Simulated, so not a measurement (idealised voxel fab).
Title: Process Module voxel ribs on slabs
FYI the section here is cut, 215 nm wide, cells are 5 nm squares.
Cross-section spec: square-cell grid; bands listed top down; each band is one or more rows.
Heads up on the band format: heights come first, top then bottom, in nm. After that it's the materials left to right, each with its width in nm. A single material flagged "all across" fills the whole band edge to edge, and "air" means there's empty space there.
Basically, 0 is our baseline, since under it the wafer straight out of the box is all one material. The bottom band has no lower end and keeps on going down, so it looks like "0 and below".
When a width is written as two numbers, as in "30 to 40", the first number is the width in the top row of cells of the band and the second is the width in its bottom row, and the width changes by the same amount from each row to the next.
When a step is marked "no alterations made", none of the cells in the cross-section changed during that step.
Heads up: "Closed void catalog" only lists the empty pockets with no open path to the top that are 8 cells or more, and it writes them as width x height at distance, distance from the left edge, in nm.
Whatever follows a step's settings on its line is a remark the simulator itself makes about that step.
overlay nm: mask right of planned place by this much (step with mask). Neg. = left.
Below you will find pairs of cross-sections. In each, one shows the wafer before one process step and the other after it, with the after view ending at the lowest band that changed. Under each pair is the step separating them, along with its settings. Do not assume the pairs form a chain: they can come from different runs of this module on the same starting wafer, and a pair continues from the pair above it only when its "Pre-step cross-section" entry says so.

# Pre-step cross-section
  0 and below: Si all across
  Closed void catalog: none

# Resulting Structure
  25 down to 0: SiO2 all across
  Under the height 0 nothing was changed.
  Closed void catalog: none
Relating the two cross-sections above, the step in between is DIRECTIONAL_DEP [material SiO2] [thk nm 25]

Pre-step cross-section: The cross-section prior to this step is the one presented after the step of the pair immediately above.

# Resulting Structure
  50 down to 25: SiN all across
  Under the height 25 nothing was changed.
  Closed void catalog: none
Relating the two cross-sections above, the step in between is DIRECTIONAL_DEP [material SiN] [thk nm 25]

Pre-step cross-section: The cross-section prior to this step is the one presented after the step of the pair immediately above.

# Resulting Structure
  50 down to 35: air 90 nm, then SiN 30 nm, then air 95 nm
  Under the height 35 nothing was changed.
  Closed void catalog: none
Relating the two cross-sections above, the step in between is MASKED_ETCH [tone cover] [mask id RIB] [width nm 30] [etch materials SiN] [depth nm 15] [overlay nm 0]

Pre-step cross-section: The cross-section prior to this step is the one presented after the step of the pair immediately above.

# Resulting Structure
  65 down to 50: air 90 nm, then aC 30 nm, then air 95 nm
  50 down to 35: aC 90 nm, then SiN 30 nm, then aC 95 nm
  Under the height 35 nothing was changed.
  Closed void catalog: none
Relating the two cross-sections above, the step in between is DIRECTIONAL_DEP [material aC] [thk nm 15]

Pre-step cross-section: The cross-section prior to this step is the one presented after the step of the pair immediately above.

# Resulting Structure
  100 down to 65: air 75 nm, then resist 60 nm, then air 80 nm
  65 down to 50: air 75 nm, then resist 15 nm, then aC 30 nm, then resist 15 nm, then air 80 nm
  Under the height 50 nothing was changed.
  Closed void catalog: none
Relating the two cross-sections above, the step in between is PATTERN [tone cover] [mask id SLAB] [material resist] [width nm 60] [thk nm 35] [overlay nm 0]

Pre-step cross-section: The cross-section prior to this step is the one presented after the step of the pair immediately above.

# Resulting Structure
  85 down to 65: air 75 nm, then resist 60 nm, then air 80 nm
  65 down to 50: air 75 nm, then resist 15 nm, then aC 30 nm, then resist 15 nm, then air 80 nm
  50 down to 35: air 75 nm, then aC 15 nm, then SiN 30 nm, then aC 15 nm, then air 80 nm
  Under the height 35 nothing was changed.
  Closed void catalog: none
Relating the two cross-sections above, the step in between is DIRECTIONAL_ETCH [etch materials aC] [depth nm 15]

Pre-step cross-section: The cross-section prior to this step is the one presented after the step of the pair immediately above.

# Resulting Structure
  65 down to 50: air 90 nm, then aC 30 nm, then air 95 nm
  Under the height 50 nothing was changed.
  Closed void catalog: none
Relating the two cross-sections above, the step in between is STRIP [etch materials resist]

Pre-step cross-section: The cross-section prior to this step is the one presented after the step of the pair immediately above.

# Resulting Structure
  65 down to 50: air 90 nm, then aC 30 nm, then air 95 nm
  50 down to 35: air 75 nm, then aC 15 nm, then SiN 30 nm, then aC 15 nm, then air 80 nm
  35 down to 25: air 75 nm, then SiN 60 nm, then air 80 nm
  Under the height 25 nothing was changed.
  Closed void catalog: none
Relating the two cross-sections above, the step in between is DIRECTIONAL_ETCH [etch materials SiN] [depth nm 10]

Pre-step cross-section: The cross-section prior to this step is the one presented after the step of the pair immediately above.

# Resulting Structure
  50 down to 35: air 90 nm, then SiN 30 nm, then air 95 nm
  Under the height 35 nothing was changed.
  Closed void catalog: none
Relating the two cross-sections above, the step in between is STRIP [etch materials aC]

Pre-step cross-section: The cross-section prior to this step is the one presented after the step of the pair immediately above.

# Resulting Structure
  75 down to 50: SiO2 all across
  50 down to 35: SiO2 90 nm, then SiN 30 nm, then SiO2 95 nm
  35 down to 25: SiO2 75 nm, then SiN 60 nm, then SiO2 80 nm
  Under the height 25 nothing was changed.
  Closed void catalog: none
Relating the two cross-sections above, the step in between is FILL_DEP [material SiO2] [thk nm 25]

Pre-step cross-section: The cross-section prior to this step is the one presented after the step of the pair immediately above.

# Resulting Structure
  70 down to 50: SiO2 all across
  Under the height 50 nothing was changed.
  Closed void catalog: none
Relating the two cross-sections above, the step in between is CMP [height nm 70]

Pre-step cross-section: The cross-section prior to this step is the one presented after the step of the pair immediately above.

# Resulting Structure
  80 down to 70: W all across
  Under the height 70 nothing was changed.
  Closed void catalog: none
Relating the two cross-sections above, the step in between is DIRECTIONAL_DEP [material W] [thk nm 10]

Pre-step cross-section: The cross-section prior to this step is the one presented after the step of the pair immediately above.

# Resulting Structure
  100 down to 80: air 85 nm, then resist 40 nm, then air 90 nm
  Under the height 80 nothing was changed.
  Closed void catalog: none
Relating the two cross-sections above, the step in between is PATTERN [tone cover] [mask id HEATER] [material resist] [width nm 40] [thk nm 20] [overlay nm 0]

Pre-step cross-section: The cross-section prior to this step is the one presented after the step of the pair immediately above.

# Resulting Structure
  100 down to 80: air 85 nm, then resist 40 nm, then air 90 nm
  80 down to 70: air 85 nm, then W 40 nm, then air 90 nm
  Under the height 70 nothing was changed.
  Closed void catalog: none
Relating the two cross-sections above, the step in between is DIRECTIONAL_ETCH [etch materials W] [depth nm 10]

Pre-step cross-section: The cross-section prior to this step is the one presented after the step of the pair immediately above.

# Resulting Structure
  80 down to 70: air 85 nm, then W 40 nm, then air 90 nm
  Under the height 70 nothing was changed.
  Closed void catalog: none
Relating the two cross-sections above, the step in between is STRIP [etch materials resist]

Pre-step cross-section: The cross-section prior to this step is the one presented after the step of the pair immediately above.

# Resulting Structure
  85 down to 80: air 80 nm, then SiO2 50 nm, then air 85 nm
  80 down to 75: air 80 nm, then SiO2 5 nm, then W 40 nm, then SiO2 5 nm, then air 85 nm
  75 down to 70: SiO2 85 nm, then W 40 nm, then SiO2 90 nm
  Under the height 70 nothing was changed.
  Closed void catalog: none
Relating the two cross-sections above, the step in between is CONFORMAL_DEP [material SiO2] [thk nm 5]

# Pre-step cross-section
  25 down to 0: SiO2 all across
  0 and below: Si all across
  Closed void catalog: none

# Resulting Structure
  50 down to 0: SiO2 all across
  Under the height 0 nothing was changed.
  Closed void catalog: none
Relating the two cross-sections above, the step in between is DIRECTIONAL_DEP [material SiO2] [thk nm 25]

Pre-step cross-section: The cross-section prior to this step is the one presented after the step of the pair immediately above.

# Resulting Structure
  75 down to 50: SiN all across
  Under the height 50 nothing was changed.
  Closed void catalog: none
Relating the two cross-sections above, the step in between is DIRECTIONAL_DEP [material SiN] [thk nm 25]

Pre-step cross-section: The cross-section prior to this step is the one presented after the step of the pair immediately above.

# Resulting Structure
  75 down to 60: air 90 nm, then SiN 30 nm, then air 95 nm
  Under the height 60 nothing was changed.
  Closed void catalog: none
Relating the two cross-sections above, the step in between is MASKED_ETCH [tone cover] [mask id RIB] [width nm 30] [etch materials SiN] [depth nm 15] [overlay nm 0]

Pre-step cross-section: The cross-section prior to this step is the one presented after the step of the pair immediately above.

# Resulting Structure
  90 down to 75: air 90 nm, then aC 30 nm, then air 95 nm
  75 down to 60: aC 90 nm, then SiN 30 nm, then aC 95 nm
  Under the height 60 nothing was changed.
  Closed void catalog: none
Relating the two cross-sections above, the step in between is DIRECTIONAL_DEP [material aC] [thk nm 15]

Pre-step cross-section: The cross-section prior to this step is the one presented after the step of the pair immediately above.

# Resulting Structure
  125 down to 90: air 75 nm, then resist 60 nm, then air 80 nm
  90 down to 75: air 75 nm, then resist 15 nm, then aC 30 nm, then resist 15 nm, then air 80 nm
  Under the height 75 nothing was changed.
  Closed void catalog: none
Relating the two cross-sections above, the step in between is PATTERN [tone cover] [mask id SLAB] [material resist] [width nm 60] [thk nm 35] [overlay nm 0]

Pre-step cross-section: The cross-section prior to this step is the one presented after the step of the pair immediately above.

# Resulting Structure
  110 down to 90: air 75 nm, then resist 60 nm, then air 80 nm
  90 down to 75: air 75 nm, then resist 15 nm, then aC 30 nm, then resist 15 nm, then air 80 nm
  75 down to 60: air 75 nm, then aC 15 nm, then SiN 30 nm, then aC 15 nm, then air 80 nm
  Under the height 60 nothing was changed.
  Closed void catalog: none
Relating the two cross-sections above, the step in between is DIRECTIONAL_ETCH [etch materials aC] [depth nm 15]

Pre-step cross-section: The cross-section prior to this step is the one presented after the step of the pair immediately above.

# Resulting Structure
  90 down to 75: air 90 nm, then aC 30 nm, then air 95 nm
  Under the height 75 nothing was changed.
  Closed void catalog: none
Relating the two cross-sections above, the step in between is STRIP [etch materials resist]

Pre-step cross-section: The cross-section prior to this step is the one presented after the step of the pair immediately above.

# Resulting Structure
  90 down to 75: air 90 nm, then aC 30 nm, then air 95 nm
  75 down to 60: air 75 nm, then aC 15 nm, then SiN 30 nm, then aC 15 nm, then air 80 nm
  60 down to 50: air 75 nm, then SiN 60 nm, then air 80 nm
  Under the height 50 nothing was changed.
  Closed void catalog: none
Relating the two cross-sections above, the step in between is DIRECTIONAL_ETCH [etch materials SiN] [depth nm 10]

Pre-step cross-section: The cross-section prior to this step is the one presented after the step of the pair immediately above.

# Resulting Structure
  75 down to 60: air 90 nm, then SiN 30 nm, then air 95 nm
  Under the height 60 nothing was changed.
  Closed void catalog: none
Relating the two cross-sections above, the step in between is STRIP [etch materials aC]

Pre-step cross-section: The cross-section prior to this step is the one presented after the step of the pair immediately above.

# Resulting Structure
  100 down to 75: SiO2 all across
  75 down to 60: SiO2 90 nm, then SiN 30 nm, then SiO2 95 nm
  60 down to 50: SiO2 75 nm, then SiN 60 nm, then SiO2 80 nm
  Under the height 50 nothing was changed.
  Closed void catalog: none
Relating the two cross-sections above, the step in between is FILL_DEP [material SiO2] [thk nm 25]

Pre-step cross-section: The cross-section prior to this step is the one presented after the step of the pair immediately above.

# Resulting Structure
  70 down to 60: SiO2 90 nm, then SiN 30 nm, then SiO2 95 nm
  Under the height 60 nothing was changed.
  Closed void catalog: none
Relating the two cross-sections above, the step in between is CMP [height nm 70]

Pre-step cross-section: The cross-section prior to this step is the one presented after the step of the pair immediately above.

# Resulting Structure
  80 down to 70: W all across
  Under the height 70 nothing was changed.
  Closed void catalog: none
Relating the two cross-sections above, the step in between is DIRECTIONAL_DEP [material W] [thk nm 10]

Pre-step cross-section: The cross-section prior to this step is the one presented after the step of the pair immediately above.

# Resulting Structure
  100 down to 80: air 85 nm, then resist 40 nm, then air 90 nm
  Under the height 80 nothing was changed.
  Closed void catalog: none
Relating the two cross-sections above, the step in between is PATTERN [tone cover] [mask id HEATER] [material resist] [width nm 40] [thk nm 20] [overlay nm 0]

Pre-step cross-section: The cross-section prior to this step is the one presented after the step of the pair immediately above.

# Resulting Structure
  100 down to 80: air 85 nm, then resist 40 nm, then air 90 nm
  80 down to 70: air 85 nm, then W 40 nm, then air 90 nm
  Under the height 70 nothing was changed.
  Closed void catalog: none
Relating the two cross-sections above, the step in between is DIRECTIONAL_ETCH [etch materials W] [depth nm 10]

Pre-step cross-section: The cross-section prior to this step is the one presented after the step of the pair immediately above.

# Resulting Structure
  80 down to 70: air 85 nm, then W 40 nm, then air 90 nm
  Under the height 70 nothing was changed.
  Closed void catalog: none
Relating the two cross-sections above, the step in between is STRIP [etch materials resist]

Pre-step cross-section: The cross-section prior to this step is the one presented after the step of the pair immediately above.

# Resulting Structure
  85 down to 80: air 80 nm, then SiO2 50 nm, then air 85 nm
  80 down to 75: air 80 nm, then SiO2 5 nm, then W 40 nm, then SiO2 5 nm, then air 85 nm
  75 down to 70: SiO2 85 nm, then W 40 nm, then SiO2 90 nm
  Under the height 70 nothing was changed.
  Closed void catalog: none
Relating the two cross-sections above, the step in between is CONFORMAL_DEP [material SiO2] [thk nm 5]

# Pre-step cross-section
  0 and below: Si all across
  Closed void catalog: none

# Resulting Structure
  25 down to 0: SiN all across
  Under the height 0 nothing was changed.
  Closed void catalog: none
Relating the two cross-sections above, the step in between is DIRECTIONAL_DEP [material SiN] [thk nm 25]

Pre-step cross-section: The cross-section prior to this step is the one presented after the step of the pair immediately above.

# Resulting Structure
  50 down to 25: SiO2 all across
  Under the height 25 nothing was changed.
  Closed void catalog: none
Relating the two cross-sections above, the step in between is DIRECTIONAL_DEP [material SiO2] [thk nm 25]

Pre-step cross-section: The cross-section prior to this step is the one presented after the step of the pair immediately above.

# Resulting Structure
  65 down to 50: aC all across
  Under the height 50 nothing was changed.
  Closed void catalog: none
Relating the two cross-sections above, the step in between is DIRECTIONAL_DEP [material aC] [thk nm 15]

Pre-step cross-section: The cross-section prior to this step is the one presented after the step of the pair immediately above.

# Resulting Structure
  100 down to 65: air 75 nm, then resist 60 nm, then air 80 nm
  Under the height 65 nothing was changed.
  Closed void catalog: none
Relating the two cross-sections above, the step in between is PATTERN [tone cover] [mask id SLAB] [material resist] [width nm 60] [thk nm 35] [overlay nm 0]

Pre-step cross-section: The cross-section prior to this step is the one presented after the step of the pair immediately above.

# Resulting Structure
  85 down to 65: air 75 nm, then resist 60 nm, then air 80 nm
  65 down to 50: air 75 nm, then aC 60 nm, then air 80 nm
  Under the height 50 nothing was changed.
  Closed void catalog: none
Relating the two cross-sections above, the step in between is DIRECTIONAL_ETCH [etch materials aC] [depth nm 15]

Pre-step cross-section: The cross-section prior to this step is the one presented after the step of the pair immediately above.

# Resulting Structure
  65 down to 50: air 75 nm, then aC 60 nm, then air 80 nm
  Under the height 50 nothing was changed.
  Closed void catalog: none
Relating the two cross-sections above, the step in between is STRIP [etch materials resist]

Pre-step cross-section: The cross-section prior to this step is the one presented after the step of the pair immediately above.

# Resulting Structure
  50 down to 25: SiO2 all across
  Under the height 25 nothing was changed.
  Closed void catalog: none
Relating the two cross-sections above, the step in between is STRIP [etch materials aC]

Pre-step cross-section: The cross-section prior to this step is the one presented after the step of the pair immediately above.

# Resulting Structure
  75 down to 25: SiO2 all across
  Under the height 25 nothing was changed.
  Closed void catalog: none
Relating the two cross-sections above, the step in between is FILL_DEP [material SiO2] [thk nm 25]

Pre-step cross-section: The cross-section prior to this step is the one presented after the step of the pair immediately above.

# Resulting Structure
  70 down to 25: SiO2 all across
  Under the height 25 nothing was changed.
  Closed void catalog: none
Relating the two cross-sections above, the step in between is CMP [height nm 70]

Pre-step cross-section: The cross-section prior to this step is the one presented after the step of the pair immediately above.

# Resulting Structure
  80 down to 70: W all across
  Under the height 70 nothing was changed.
  Closed void catalog: none
Relating the two cross-sections above, the step in between is DIRECTIONAL_DEP [material W] [thk nm 10]

Pre-step cross-section: The cross-section prior to this step is the one presented after the step of the pair immediately above.

# Resulting Structure
  100 down to 80: air 85 nm, then resist 40 nm, then air 90 nm
  Under the height 80 nothing was changed.
  Closed void catalog: none
Relating the two cross-sections above, the step in between is PATTERN [tone cover] [mask id HEATER] [material resist] [width nm 40] [thk nm 20] [overlay nm 0]

Pre-step cross-section: The cross-section prior to this step is the one presented after the step of the pair immediately above.

# Resulting Structure
  100 down to 80: air 85 nm, then resist 40 nm, then air 90 nm
  80 down to 70: air 85 nm, then W 40 nm, then air 90 nm
  Under the height 70 nothing was changed.
  Closed void catalog: none
Relating the two cross-sections above, the step in between is DIRECTIONAL_ETCH [etch materials W] [depth nm 10]

Pre-step cross-section: The cross-section prior to this step is the one presented after the step of the pair immediately above.

# Resulting Structure
  80 down to 70: air 85 nm, then W 40 nm, then air 90 nm
  Under the height 70 nothing was changed.
  Closed void catalog: none
Relating the two cross-sections above, the step in between is STRIP [etch materials resist]

Pre-step cross-section: The cross-section prior to this step is the one presented after the step of the pair immediately above.

# Resulting Structure
  85 down to 80: air 80 nm, then SiO2 50 nm, then air 85 nm
  80 down to 75: air 80 nm, then SiO2 5 nm, then W 40 nm, then SiO2 5 nm, then air 85 nm
  75 down to 70: SiO2 85 nm, then W 40 nm, then SiO2 90 nm
  Under the height 70 nothing was changed.
  Closed void catalog: none
Relating the two cross-sections above, the step in between is CONFORMAL_DEP [material SiO2] [thk nm 5]

# Pre-step cross-section
  80 down to 70: air 85 nm, then W 40 nm, then air 90 nm
  70 down to 50: SiO2 all across
  50 down to 35: SiO2 90 nm, then SiN 30 nm, then SiO2 95 nm
  35 down to 25: SiO2 75 nm, then SiN 60 nm, then SiO2 80 nm
  25 down to 0: SiO2 all across
  0 and below: Si all across
  Closed void catalog: none

# Resulting Structure
  95 down to 85: air 70 nm, then SiO2 70 nm, then air 75 nm
  85 down to 80: SiO2 all across
  80 down to 70: SiO2 85 nm, then W 40 nm, then SiO2 90 nm
  Under the height 70 nothing was changed.
  Closed void catalog: none
Relating the two cross-sections above, the step in between is CONFORMAL_DEP [material SiO2] [thk nm 15]

# Pre-step cross-section
  50 down to 25: SiN all across
  25 down to 0: SiO2 all across
  0 and below: Si all across
  Closed void catalog: none

# Resulting Structure
  50 down to 35: air 95 nm, then SiN 20 nm, then air 100 nm
  Under the height 35 nothing was changed.
  Closed void catalog: none
Relating the two cross-sections above, the step in between is MASKED_ETCH [tone cover] [mask id RIB] [width nm 20] [etch materials SiN] [depth nm 15] [overlay nm 0]

Pre-step cross-section: The cross-section prior to this step is the one presented after the step of the pair immediately above.

# Resulting Structure
  65 down to 50: air 95 nm, then aC 20 nm, then air 100 nm
  50 down to 35: aC 95 nm, then SiN 20 nm, then aC 100 nm
  Under the height 35 nothing was changed.
  Closed void catalog: none
Relating the two cross-sections above, the step in between is DIRECTIONAL_DEP [material aC] [thk nm 15]

Pre-step cross-section: The cross-section prior to this step is the one presented after the step of the pair immediately above.

# Resulting Structure
  100 down to 65: air 75 nm, then resist 60 nm, then air 80 nm
  65 down to 50: air 75 nm, then resist 20 nm, then aC 20 nm, then resist 20 nm, then air 80 nm
  Under the height 50 nothing was changed.
  Closed void catalog: none
Relating the two cross-sections above, the step in between is PATTERN [tone cover] [mask id SLAB] [material resist] [width nm 60] [thk nm 35] [overlay nm 0]

Pre-step cross-section: The cross-section prior to this step is the one presented after the step of the pair immediately above.

# Resulting Structure
  85 down to 65: air 75 nm, then resist 60 nm, then air 80 nm
  65 down to 50: air 75 nm, then resist 20 nm, then aC 20 nm, then resist 20 nm, then air 80 nm
  50 down to 35: air 75 nm, then aC 20 nm, then SiN 20 nm, then aC 20 nm, then air 80 nm
  Under the height 35 nothing was changed.
  Closed void catalog: none
Relating the two cross-sections above, the step in between is DIRECTIONAL_ETCH [etch materials aC] [depth nm 15]

Pre-step cross-section: The cross-section prior to this step is the one presented after the step of the pair immediately above.

# Resulting Structure
  65 down to 50: air 95 nm, then aC 20 nm, then air 100 nm
  Under the height 50 nothing was changed.
  Closed void catalog: none
Relating the two cross-sections above, the step in between is STRIP [etch materials resist]

Pre-step cross-section: The cross-section prior to this step is the one presented after the step of the pair immediately above.

# Resulting Structure
  65 down to 50: air 95 nm, then aC 20 nm, then air 100 nm
  50 down to 35: air 75 nm, then aC 20 nm, then SiN 20 nm, then aC 20 nm, then air 80 nm
  35 down to 25: air 75 nm, then SiN 60 nm, then air 80 nm
  Under the height 25 nothing was changed.
  Closed void catalog: none
Relating the two cross-sections above, the step in between is DIRECTIONAL_ETCH [etch materials SiN] [depth nm 10]

Pre-step cross-section: The cross-section prior to this step is the one presented after the step of the pair immediately above.

# Resulting Structure
  50 down to 35: air 95 nm, then SiN 20 nm, then air 100 nm
  Under the height 35 nothing was changed.
  Closed void catalog: none
Relating the two cross-sections above, the step in between is STRIP [etch materials aC]

Pre-step cross-section: The cross-section prior to this step is the one presented after the step of the pair immediately above.

# Resulting Structure
  75 down to 50: SiO2 all across
  50 down to 35: SiO2 95 nm, then SiN 20 nm, then SiO2 100 nm
  35 down to 25: SiO2 75 nm, then SiN 60 nm, then SiO2 80 nm
  Under the height 25 nothing was changed.
  Closed void catalog: none
Relating the two cross-sections above, the step in between is FILL_DEP [material SiO2] [thk nm 25]

Pre-step cross-section: The cross-section prior to this step is the one presented after the step of the pair immediately above.

# Resulting Structure
  70 down to 50: SiO2 all across
  Under the height 50 nothing was changed.
  Closed void catalog: none
Relating the two cross-sections above, the step in between is CMP [height nm 70]

Pre-step cross-section: The cross-section prior to this step is the one presented after the step of the pair immediately above.

# Resulting Structure
  80 down to 70: W all across
  Under the height 70 nothing was changed.
  Closed void catalog: none
Relating the two cross-sections above, the step in between is DIRECTIONAL_DEP [material W] [thk nm 10]

Pre-step cross-section: The cross-section prior to this step is the one presented after the step of the pair immediately above.

# Resulting Structure
  100 down to 80: air 85 nm, then resist 40 nm, then air 90 nm
  Under the height 80 nothing was changed.
  Closed void catalog: none
Relating the two cross-sections above, the step in between is PATTERN [tone cover] [mask id HEATER] [material resist] [width nm 40] [thk nm 20] [overlay nm 0]

Pre-step cross-section: The cross-section prior to this step is the one presented after the step of the pair immediately above.

# Resulting Structure
  100 down to 80: air 85 nm, then resist 40 nm, then air 90 nm
  80 down to 70: air 85 nm, then W 40 nm, then air 90 nm
  Under the height 70 nothing was changed.
  Closed void catalog: none
Relating the two cross-sections above, the step in between is DIRECTIONAL_ETCH [etch materials W] [depth nm 10]

Pre-step cross-section: The cross-section prior to this step is the one presented after the step of the pair immediately above.

# Resulting Structure
  80 down to 70: air 85 nm, then W 40 nm, then air 90 nm
  Under the height 70 nothing was changed.
  Closed void catalog: none
Relating the two cross-sections above, the step in between is STRIP [etch materials resist]

Pre-step cross-section: The cross-section prior to this step is the one presented after the step of the pair immediately above.

# Resulting Structure
  85 down to 80: air 80 nm, then SiO2 50 nm, then air 85 nm
  80 down to 75: air 80 nm, then SiO2 5 nm, then W 40 nm, then SiO2 5 nm, then air 85 nm
  75 down to 70: SiO2 85 nm, then W 40 nm, then SiO2 90 nm
  Under the height 70 nothing was changed.
  Closed void catalog: none
Relating the two cross-sections above, the step in between is CONFORMAL_DEP [material SiO2] [thk nm 5]

# Pre-step cross-section
  80 down to 70: W all across
  70 down to 50: SiO2 all across
  50 down to 35: SiO2 90 nm, then SiN 30 nm, then SiO2 95 nm
  35 down to 25: SiO2 75 nm, then SiN 60 nm, then SiO2 80 nm
  25 down to 0: SiO2 all across
  0 and below: Si all across
  Closed void catalog: none

# Resulting Structure
  100 down to 80: air 80 nm, then resist 40 nm, then air 95 nm
  Under the height 80 nothing was changed.
  Closed void catalog: none
Relating the two cross-sections above, the step in between is PATTERN [tone cover] [mask id HEATER] [material resist] [width nm 40] [thk nm 20] [overlay nm -5]

Pre-step cross-section: The cross-section prior to this step is the one presented after the step of the pair immediately above.

# Resulting Structure
  100 down to 80: air 80 nm, then resist 40 nm, then air 95 nm
  80 down to 70: air 80 nm, then W 40 nm, then air 95 nm
  Under the height 70 nothing was changed.
  Closed void catalog: none
Relating the two cross-sections above, the step in between is DIRECTIONAL_ETCH [etch materials W] [depth nm 10]

Pre-step cross-section: The cross-section prior to this step is the one presented after the step of the pair immediately above.

# Resulting Structure
  80 down to 70: air 80 nm, then W 40 nm, then air 95 nm
  Under the height 70 nothing was changed.
  Closed void catalog: none
Relating the two cross-sections above, the step in between is STRIP [etch materials resist]

Pre-step cross-section: The cross-section prior to this step is the one presented after the step of the pair immediately above.

# Resulting Structure
  85 down to 80: air 75 nm, then SiO2 50 nm, then air 90 nm
  80 down to 75: air 75 nm, then SiO2 5 nm, then W 40 nm, then SiO2 5 nm, then air 90 nm
  75 down to 70: SiO2 80 nm, then W 40 nm, then SiO2 95 nm
  Under the height 70 nothing was changed.
  Closed void catalog: none
Relating the two cross-sections above, the step in between is CONFORMAL_DEP [material SiO2] [thk nm 5]

# Pre-step cross-section
  70 down to 50: SiO2 all across
  50 down to 35: SiO2 90 nm, then SiN 30 nm, then SiO2 95 nm
  35 down to 25: SiO2 75 nm, then SiN 60 nm, then SiO2 80 nm
  25 down to 0: SiO2 all across
  0 and below: Si all across
  Closed void catalog: none

# Resulting Structure
  80 down to 70: aC all across
  Under the height 70 nothing was changed.
  Closed void catalog: none
Relating the two cross-sections above, the step in between is DIRECTIONAL_DEP [material aC] [thk nm 10]

Pre-step cross-section: The cross-section prior to this step is the one presented after the step of the pair immediately above.

# Resulting Structure
  100 down to 80: air 85 nm, then resist 40 nm, then air 90 nm
  Under the height 80 nothing was changed.
  Closed void catalog: none
Relating the two cross-sections above, the step in between is PATTERN [tone cover] [mask id HEATER] [material resist] [width nm 40] [thk nm 20] [overlay nm 0]

Pre-step cross-section: The cross-section prior to this step is the one presented after the step of the pair immediately above.

# Resulting Structure
  80 down to 70: aC all across
  Under the height 70 nothing was changed.
  Closed void catalog: none
Relating the two cross-sections above, the step in between is STRIP [etch materials resist]

Pre-step cross-section: The cross-section prior to this step is the one presented after the step of the pair immediately above.

# Resulting Structure
  85 down to 80: SiO2 all across
  Under the height 80 nothing was changed.
  Closed void catalog: none
Relating the two cross-sections above, the step in between is CONFORMAL_DEP [material SiO2] [thk nm 5]

# Pre-step cross-section
  80 down to 70: W all across
  70 down to 50: SiO2 all across
  50 down to 35: SiO2 90 nm, then SiN 30 nm, then SiO2 95 nm
  35 down to 25: SiO2 75 nm, then SiN 60 nm, then SiO2 80 nm
  25 down to 0: SiO2 all across
  0 and below: Si all across
  Closed void catalog: none

# Resulting Structure
  100 down to 80: resist 85 nm, then air 40 nm, then resist 90 nm
  Under the height 80 nothing was changed.
  Closed void catalog: none
Relating the two cross-sections above, the step in between is PATTERN [tone open] [mask id HEATER] [material resist] [width nm 40] [thk nm 20] [overlay nm 0]

Pre-step cross-section: The cross-section prior to this step is the one presented after the step of the pair immediately above.

# Resulting Structure
  100 down to 80: resist 85 nm, then air 40 nm, then resist 90 nm
  80 down to 70: W 85 nm, then air 40 nm, then W 90 nm
  Under the height 70 nothing was changed.
  Closed void catalog: none
Relating the two cross-sections above, the step in between is DIRECTIONAL_ETCH [etch materials W] [depth nm 10]

Pre-step cross-section: The cross-section prior to this step is the one presented after the step of the pair immediately above.

# Resulting Structure
  80 down to 70: W 85 nm, then air 40 nm, then W 90 nm
  Under the height 70 nothing was changed.
  Closed void catalog: none
Relating the two cross-sections above, the step in between is STRIP [etch materials resist]

Pre-step cross-section: The cross-section prior to this step is the one presented after the step of the pair immediately above.

# Resulting Structure
  85 down to 80: SiO2 90 nm, then air 30 nm, then SiO2 95 nm
  80 down to 75: W 85 nm, then SiO2 5 nm, then air 30 nm, then SiO2 5 nm, then W 90 nm
  75 down to 70: W 85 nm, then SiO2 40 nm, then W 90 nm
  Under the height 70 nothing was changed.
  Closed void catalog: none
Relating the two cross-sections above, the step in between is CONFORMAL_DEP [material SiO2] [thk nm 5]
